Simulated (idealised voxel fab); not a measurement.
A process module follows: voxel ribs on slabs.
Cross-section cut: width 270 nm, square cells of 5 nm.
The cross-sections in this document take the form of a grid made of square cells. They are written out as bands, in order from top to bottom. Each band consists of one or more rows of cells. Top, bottom (nm), then materials left to right with widths (nm); lone material tagged "everywhere" fills the whole band edge to edge; "blank" = empty space. For the purposes of this specification, 0 denotes the height below which the wafer in its as-received condition is composed wholly of one material, and the lowermost band, lacking a lower limit, extends downward without end, as expressed in "top 0, no bottom". Graded width ("30 to 40"): value in top row of band = first number; value in bottom row = second number; row-to-row change constant. For the purposes of this document, the phrase "nothing changed" attached to a step denotes that no cell within the cross-section was modified by that step. Any empty space of 8 cells or more lacking an open way to the top shows up in "Closed voids list" as width x height at distance, distance from the left edge, in nm. What comes after the settings on a step's line is commentary from the simulator itself on that step. Regarding "overlay nm": on a step with a mask, it is the distance the mask lay to the right of its planned place; a negative value places it to the left.
The following list gives the planned process steps
1. RECEIVE (material Si)
2. DIRECTIONAL_DEP (material SiO2; thk nm 30)
3. DIRECTIONAL_DEP (material SiN; thk nm 20)
4. MASKED_ETCH (tone cover; mask id RIB; width nm 20; etch materials SiN; depth nm 15; overlay nm 0)
5. MASKED_ETCH (tone cover; mask id SLAB; width nm 50; etch materials SiN; depth nm 5; overlay nm 0)
6. FILL_DEP (material SiO2; thk nm 20)
7. CMP (height nm 65)
8. DIRECTIONAL_DEP (material TiN; thk nm 5)
9. DIRECTIONAL_DEP (material aC; thk nm 15)
10. PATTERN (tone cover; mask id HEATER; material resist; width nm 30; thk nm 35; overlay nm 0)
11. DIRECTIONAL_ETCH (etch materials aC; depth nm 15)
12. STRIP (etch materials resist)
13. DIRECTIONAL_ETCH (etch materials TiN; depth nm 5)
14. STRIP (etch materials aC)
15. CONFORMAL_DEP (material SiO2; thk nm 5)
First wafer, two in total, run as planned
So this is the incoming wafer in cross-section - it's already been through step 1
- top 0, no bottom  Si everywhere
- Closed voids list: none
Wafer after step 2 (cross-section)
- top 30, bottom 0  SiO2 everywhere
- At heights below 0, the structure remains unaltered.
Wafer after step 3 (cross-section)
- top 50, bottom 30  SiN everywhere
- At heights below 30, the structure remains unaltered.
Wafer after step 4 (cross-section)
- top 50, bottom 35  blank=125 | SiN=20 | blank=125
- At heights below 35, the structure remains unaltered.
Wafer after step 5 (cross-section)
- top 50, bottom 35  blank=125 | SiN=20 | blank=125
- top 35, bottom 30  blank=110 | SiN=50 | blank=110
- At heights below 30, the structure remains unaltered.
Wafer after step 6 (cross-section)
- top 70, bottom 50  SiO2 everywhere
- top 50, bottom 35  SiO2=125 | SiN=20 | SiO2=125
- top 35, bottom 30  SiO2=110 | SiN=50 | SiO2=110
- At heights below 30, the structure remains unaltered.
Wafer after step 7 (cross-section)
- top 65, bottom 50  SiO2 everywhere
- At heights below 50, the structure remains unaltered.
Wafer after step 8 (cross-section)
- top 70, bottom 65  TiN everywhere
- At heights below 65, the structure remains unaltered.
Wafer after step 9 (cross-section)
- top 85, bottom 70  aC everywhere
- At heights below 70, the structure remains unaltered.
Wafer after step 10 (cross-section)
- top 120, bottom 85  blank=120 | resist=30 | blank=120
- At heights below 85, the structure remains unaltered.
Wafer after step 11 (cross-section)
- top 105, bottom 85  blank=120 | resist=30 | blank=120
- top 85, bottom 70  blank=120 | aC=30 | blank=120
- At heights below 70, the structure remains unaltered.
Wafer after step 12 (cross-section)
- top 85, bottom 70  blank=120 | aC=30 | blank=120
- At heights below 70, the structure remains unaltered.
Wafer after step 13 (cross-section)
- top 85, bottom 70  blank=120 | aC=30 | blank=120
- top 70, bottom 65  blank=120 | TiN=30 | blank=120
- At heights below 65, the structure remains unaltered.
Wafer after step 14 (cross-section)
- top 70, bottom 65  blank=120 | TiN=30 | blank=120
- At heights below 65, the structure remains unaltered.
Wafer after step 15 (cross-section)
- top 75, bottom 70  blank=115 | SiO2=40 | blank=115
- top 70, bottom 65  SiO2=120 | TiN=30 | SiO2=120
- At heights below 65, the structure remains unaltered.
The Second Wafer: Common Origin and Plan, One Mistake in Execution, Identical to the First Through Step 1
Here is the second wafer in cross-section at the point where step 2 of the plan should have been done
- top 60, bottom 0  SiO2 everywhere
- At heights below 0, the structure remains unaltered.
Here is the second wafer in cross-section at the point where step 3 of the plan should have been done
- top 80, bottom 60  SiN everywhere
- At heights below 60, the structure remains unaltered.
Here is the second wafer in cross-section at the point where step 4 of the plan should have been done
- top 80, bottom 65  blank=125 | SiN=20 | blank=125
- At heights below 65, the structure remains unaltered.
Here is the second wafer in cross-section at the point where step 5 of the plan should have been done
- top 80, bottom 65  blank=125 | SiN=20 | blank=125
- top 65, bottom 60  blank=110 | SiN=50 | blank=110
- At heights below 60, the structure remains unaltered.
Here is the second wafer in cross-section at the point where step 6 of the plan should have been done
- top 100, bottom 80  SiO2 everywhere
- top 80, bottom 65  SiO2=125 | SiN=20 | SiO2=125
- top 65, bottom 60  SiO2=110 | SiN=50 | SiO2=110
- At heights below 60, the structure remains unaltered.
Here is the second wafer in cross-section at the point where step 7 of the plan should have been done
- top 65, bottom 60  SiO2=110 | SiN=50 | SiO2=110
- At heights below 60, the structure remains unaltered.
Here is the second wafer in cross-section at the point where step 8 of the plan should have been done
- top 70, bottom 65  TiN everywhere
- At heights below 65, the structure remains unaltered.
Here is the second wafer in cross-section at the point where step 9 of the plan should have been done
- top 85, bottom 70  aC everywhere
- At heights below 70, the structure remains unaltered.
Here is the second wafer in cross-section at the point where step 10 of the plan should have been done
- top 120, bottom 85  blank=120 | resist=30 | blank=120
- At heights below 85, the structure remains unaltered.
Here is the second wafer in cross-section at the point where step 11 of the plan should have been done
- top 105, bottom 85  blank=120 | resist=30 | blank=120
- top 85, bottom 70  blank=120 | aC=30 | blank=120
- At heights below 70, the structure remains unaltered.
Here is the second wafer in cross-section at the point where step 12 of the plan should have been done
- top 85, bottom 70  blank=120 | aC=30 | blank=120
- At heights below 70, the structure remains unaltered.
Here is the second wafer in cross-section at the point where step 13 of the plan should have been done
- top 85, bottom 70  blank=120 | aC=30 | blank=120
- top 70, bottom 65  blank=120 | TiN=30 | blank=120
- At heights below 65, the structure remains unaltered.
Here is the second wafer in cross-section at the point where step 14 of the plan should have been done
- top 70, bottom 65  blank=120 | TiN=30 | blank=120
- At heights below 65, the structure remains unaltered.
Here is the second wafer in cross-section at the point where step 15 of the plan should have been done
- top 75, bottom 70  blank=115 | SiO2=40 | blank=115
- top 70, bottom 65  SiO2=120 | TiN=30 | SiO2=120
- At heights below 65, the structure remains unaltered.
Want to know what went wrong? step 2, plan: ran twice
Upon completion, the second wafer contains, in terms of cells, a greater or smaller amount of certain materials than the first wafer: -12 SiN | +12 SiO2
